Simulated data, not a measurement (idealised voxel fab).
A process module follows: voxel gate over fins.
Displayed cross-section: cut, width of 250 nm, square cells sized 5 nm.
Bands, listed from the top down, are how a cross-section gets written in this document; the cross-section itself is a grid of square cells, and a band is one or more rows of them.
First you get the band's top height and its bottom height, in nm, and then the materials it's made of, left to right, with each width in nm. If you see a single material with "full width", that one covers the band edge to edge. "empty" is empty space.
Height 0 is the level under which the wafer as received is all one material. The lowest band goes on downwards, as in "0..down".
Per-row width for "30->40": begins at first number (top row of band), ends at second number (bottom row), increment between rows held constant.
For the purposes of this document, the phrase "nothing got changed" attached to a step denotes that no cell within the cross-section was modified by that step.
Reported under the label "Enclosed empty spaces" are the empty spaces having no open way to the top and comprising 8 cells or more; the notation for each is width x height at distance, in which the distance is measured from the left edge and all three values are in nm.
Anything after a step's settings on that line? It's the simulator's own note about the step.
"overlay nm", when on a step's line for a step with a mask, measures how far to the right of its planned place the mask lay; a negative measure means to the left.

**The steps planned for the process are as follows**
| 1 | RECEIVE: material Si |
| 2 | CONFORMAL_DEP: material SiN, thk nm 5 |
| 3 | PATTERN: tone cover, mask id FINS, material resist, width nm 15, pitch nm 50, thk nm 20, overlay nm 0 |
| 4 | DIRECTIONAL_ETCH: etch materials SiN, depth nm 5 |
| 5 | DIRECTIONAL_ETCH: etch materials Si, depth nm 35 |
| 6 | STRIP: etch materials resist |
| 7 | OXIDIZE: depth nm 5 |
| 8 | FILL_DEP: material SiO2, thk nm 15 |
| 9 | CMP: height nm 5 |
| 10 | PATTERN: tone open, mask id RAIL, material resist, width nm 15, thk nm 20, overlay nm 0 |
| 11 | DIRECTIONAL_ETCH: etch materials SiO2, depth nm 35 |
| 12 | STRIP: etch materials resist |
| 13 | CONFORMAL_DEP: material TiN, thk nm 5 |
| 14 | FILL_DEP: material W, thk nm 5 |
| 15 | CMP: height nm 5 |
| 16 | SELECTIVE_ETCH: etch materials W Ru TiN, depth nm 15 |
| 17 | FILL_DEP: material SiO2, thk nm 5 |
| 18 | CMP: height nm 5 |
| 19 | SELECTIVE_ETCH: etch materials SiO2, depth nm 20 |
| 20 | STRIP: etch materials SiN |
| 21 | CONFORMAL_DEP: material HfO2, thk nm 5 |
| 22 | CONFORMAL_DEP: material TiN, thk nm 5 |
| 23 | FILL_DEP: material W, thk nm 10 |
| 24 | CMP: height nm 15 |
| 25 | CONFORMAL_DEP: material SiN, thk nm 5 |
Quick note for whoever runs this: the wafers start identical, but the depth nm at step 16 isn't the same across them. The plan just shows what the first wafer had.

**Cross-section of the first of several wafers as received (after step 1)**
0..down: Si full width
Enclosed empty spaces: none

**After the module's final step, step 25: the first of several wafers in cross-section**
20..15: SiN full width
15..10: W full width
10..5: 60 W; 25 TiN; 25 W; 25 TiN; 25 W; 25 TiN; 65 W
5..0: 60 W; 5 TiN; 15 HfO2; 5 TiN; 25 W; 5 TiN; 15 HfO2; 5 TiN; 25 W; 5 TiN; 15 HfO2; 5 TiN; 65 W
0..-5: 60 W; 5 TiN; 5 HfO2; 5 Si; 5 HfO2; 35 TiN; 5 HfO2; 5 Si; 5 HfO2; 5 TiN; 25 W; 5 TiN; 5 HfO2; 5 Si; 5 HfO2; 5 TiN; 65 W
-5..-10: 65 TiN; 5 HfO2; 5 Si; 5 HfO2; 5 TiN; 25 HfO2; 5 TiN; 5 HfO2; 5 Si; 5 HfO2; 35 TiN; 5 HfO2; 5 Si; 5 HfO2; 70 TiN
-10..-15: 70 HfO2; 5 Si; 15 HfO2; 5 TiN; 5 W; 5 TiN; 15 HfO2; 5 Si; 45 HfO2; 5 Si; 75 HfO2
-15..-25: 70 SiO2; 5 Si; 15 SiO2; 5 TiN; 5 W; 5 TiN; 15 SiO2; 5 Si; 45 SiO2; 5 Si; 75 SiO2
-25..-30: 70 SiO2; 5 Si; 15 SiO2; 15 TiN; 15 SiO2; 5 Si; 45 SiO2; 5 Si; 75 SiO2
-30..-40: 70 SiO2; 5 Si; 45 SiO2; 5 Si; 45 SiO2; 5 Si; 75 SiO2
-40..down: Si full width
Enclosed empty spaces: none

**The final wafer, sectioned at module end**
20..15: SiN full width
15..10: W full width
10..5: 60 W; 25 TiN; 25 W; 25 TiN; 25 W; 25 TiN; 65 W
5..0: 60 W; 5 TiN; 15 HfO2; 5 TiN; 25 W; 5 TiN; 15 HfO2; 5 TiN; 25 W; 5 TiN; 15 HfO2; 5 TiN; 65 W
0..-5: 60 W; 5 TiN; 5 HfO2; 5 Si; 5 HfO2; 5 TiN; 25 W; 5 TiN; 5 HfO2; 5 Si; 5 HfO2; 5 TiN; 25 W; 5 TiN; 5 HfO2; 5 Si; 5 HfO2; 5 TiN; 65 W
-5..-10: 65 TiN; 5 HfO2; 5 Si; 5 HfO2; 35 TiN; 5 HfO2; 5 Si; 5 HfO2; 35 TiN; 5 HfO2; 5 Si; 5 HfO2; 70 TiN
-10..-15: 70 HfO2; 5 Si; 45 HfO2; 5 Si; 45 HfO2; 5 Si; 75 HfO2
-15..-40: 70 SiO2; 5 Si; 45 SiO2; 5 Si; 45 SiO2; 5 Si; 75 SiO2
-40..down: Si full width
Enclosed empty spaces: none

**The rows of the table below are wafers. Looking at the end of the module, a row counts, for every material, the cells the wafer has gained, shown as (+), or lost, shown as (-), since it was received; its closed voids come next**
depth nm 15, +70 HfO2, -376 Si, +50 SiN, +226 SiO2, +77 TiN, +153 W, Enclosed empty spaces: none
depth nm 20, +68 HfO2, -376 Si, +50 SiN, +226 SiO2, +75 TiN, +157 W, Enclosed empty spaces: none
depth nm 25, +68 HfO2, -376 Si, +50 SiN, +229 SiO2, +73 TiN, +156 W, Enclosed empty spaces: none
depth nm 30, +68 HfO2, -376 Si, +50 SiN, +232 SiO2, +71 TiN, +155 W, Enclosed empty spaces: none
depth nm 35, +68 HfO2, -376 Si, +50 SiN, +235 SiO2, +68 TiN, +155 W, Enclosed empty spaces: none
depth nm 40, +68 HfO2, -376 Si, +50 SiN, +235 SiO2, +68 TiN, +155 W, Enclosed empty spaces: none
